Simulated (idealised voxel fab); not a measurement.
This section sets out a process module, namely voxel gate over fins.
We display cut, a cross-section 220 nm in width whose square cells are each 5 nm.
A cross-section in this document is a grid of square cells, and it is written down as bands, the top band listed before the ones below it; a band is made up of one or more rows of cells. It is stipulated that each band's entry specify, in nanometres, the height of the top of the band and then that of its bottom, followed by the materials of the band in left-to-right sequence, each together with its width in nanometres. A single material marked by the word "edge to edge" is understood to fill the band from edge to edge; the word "empty" is understood to denote empty space. Heights are measured from 0, the level below which the as-received wafer is all one material; the lowest band has no bottom and continues downward, written as in "top 0, no bottom". When a width is written as two numbers, as in "30 to 40", the first number is the width in the top row of cells of the band and the second is the width in its bottom row, and the width changes by the same amount from each row to the next. Given "remained unchanged" for a step, no cell of the cross-section differs between before and after that step. Closed-off voids of 8+ cells (no open route to the top) go in "Closed cavity list", written width x height at distance from the left edge, in nm. It should be noted that, on the line of a given step, the content following the step's settings is a remark produced by the simulator itself with respect to that step. overlay nm: mask right of planned place by this much (step with mask). Neg. = left.
### This section lists the process steps that were planned
1. RECEIVE,material Si
2. CONFORMAL_DEP,material SiN,thk nm 5
3. DIRECTIONAL_DEP,material aC,thk nm 10
4. PATTERN,tone cover,mask id FINS,material resist,width nm 15,pitch nm 40,thk nm 25,overlay nm 0
5. DIRECTIONAL_ETCH,etch materials aC,depth nm 10
6. STRIP,etch materials resist
7. DIRECTIONAL_ETCH,etch materials SiN,depth nm 5
8. DIRECTIONAL_ETCH,etch materials Si,depth nm 40
9. STRIP,etch materials aC
10. OXIDIZE,depth nm 5
11. FILL_DEP,material SiO2,thk nm 5
12. CMP,height nm 5
13. SELECTIVE_ETCH,etch materials SiO2,depth nm 15
14. STRIP,etch materials SiN
15. CONFORMAL_DEP,material HfO2,thk nm 5
16. CONFORMAL_DEP,material TiN,thk nm 5
17. CONFORMAL_DEP,material TiAl,thk nm 5
18. CONFORMAL_DEP,material TiN,thk nm 5
19. FILL_DEP,material W,thk nm 10
20. CMP,height nm 25
21. CONFORMAL_DEP,material SiCN,thk nm 10
### Cross-section: wafer on arrival = after step 1
top 0, no bottom  Si edge to edge
Closed cavity list: none
### Post-module cross-section of the first of two wafers (run per plan)
top 35, bottom 25  SiCN edge to edge
top 25, bottom 20  W edge to edge
top 20, bottom 15  W: 25, then TiN: 165, then W: 30
top 15, bottom 10  W: 25, then TiN: 5, then TiAl: 35, then TiN: 5, then TiAl: 35, then TiN: 5, then TiAl: 35, then TiN: 5, then TiAl: 35, then TiN: 5, then W: 30
top 10, bottom 5  TiN: 30, then TiAl: 5, then TiN: 25, then TiAl: 5, then TiN: 5, then TiAl: 5, then TiN: 25, then TiAl: 5, then TiN: 5, then TiAl: 5, then TiN: 25, then TiAl: 5, then TiN: 5, then TiAl: 5, then TiN: 25, then TiAl: 5, then TiN: 35
top 5, bottom 0  TiAl: 35, then TiN: 5, then HfO2: 15, then TiN: 5, then TiAl: 15, then TiN: 5, then HfO2: 15, then TiN: 5, then TiAl: 15, then TiN: 5, then HfO2: 15, then TiN: 5, then TiAl: 15, then TiN: 5, then HfO2: 15, then TiN: 5, then TiAl: 40
top 0, bottom -5  TiN: 40, then HfO2: 5, then Si: 5, then HfO2: 5, then TiN: 25, then HfO2: 5, then Si: 5, then HfO2: 5, then TiN: 25, then HfO2: 5, then Si: 5, then HfO2: 5, then TiN: 25, then HfO2: 5, then Si: 5, then HfO2: 5, then TiN: 45
top -5, bottom -10  HfO2: 45, then Si: 5, then HfO2: 35, then Si: 5, then HfO2: 35, then Si: 5, then HfO2: 35, then Si: 5, then HfO2: 50
top -10, bottom -45  SiO2: 45, then Si: 5, then SiO2: 35, then Si: 5, then SiO2: 35, then Si: 5, then SiO2: 35, then Si: 5, then SiO2: 50
top -45, no bottom  Si edge to edge
Closed cavity list: none
### Second wafer through the module, sectioned at the end: same beginning and same plan as the first wafer, with one mistake in carrying it out
top 35, bottom 25  SiCN edge to edge
top 25, bottom 20  W edge to edge
top 20, bottom 15  W: 35, then TiN: 165, then W: 20
top 15, bottom 10  W: 35, then TiN: 5, then TiAl: 35, then TiN: 5, then TiAl: 35, then TiN: 5, then TiAl: 35, then TiN: 5, then TiAl: 35, then TiN: 5, then W: 20
top 10, bottom 5  TiN: 40, then TiAl: 5, then TiN: 25, then TiAl: 5, then TiN: 5, then TiAl: 5, then TiN: 25, then TiAl: 5, then TiN: 5, then TiAl: 5, then TiN: 25, then TiAl: 5, then TiN: 5, then TiAl: 5, then TiN: 25, then TiAl: 5, then TiN: 25
top 5, bottom 0  TiAl: 45, then TiN: 5, then HfO2: 15, then TiN: 5, then TiAl: 15, then TiN: 5, then HfO2: 15, then TiN: 5, then TiAl: 15, then TiN: 5, then HfO2: 15, then TiN: 5, then TiAl: 15, then TiN: 5, then HfO2: 15, then TiN: 5, then TiAl: 30
top 0, bottom -5  TiN: 50, then HfO2: 5, then Si: 5, then HfO2: 5, then TiN: 25, then HfO2: 5, then Si: 5, then HfO2: 5, then TiN: 25, then HfO2: 5, then Si: 5, then HfO2: 5, then TiN: 25, then HfO2: 5, then Si: 5, then HfO2: 5, then TiN: 35
top -5, bottom -10  HfO2: 55, then Si: 5, then HfO2: 35, then Si: 5, then HfO2: 35, then Si: 5, then HfO2: 35, then Si: 5, then HfO2: 40
top -10, bottom -45  SiO2: 55, then Si: 5, then SiO2: 35, then Si: 5, then SiO2: 35, then Si: 5, then SiO2: 35, then Si: 5, then SiO2: 40
top -45, no bottom  Si edge to edge
Closed cavity list: none
Plan not followed: step 4 ran with different settings than intended, the actual operation and settings being PATTERN,tone cover,mask id FINS,material resist,width nm 15,pitch nm 40,thk nm 25,overlay nm 10
Final state: per-material cell counts identical on both wafers; locations differ.
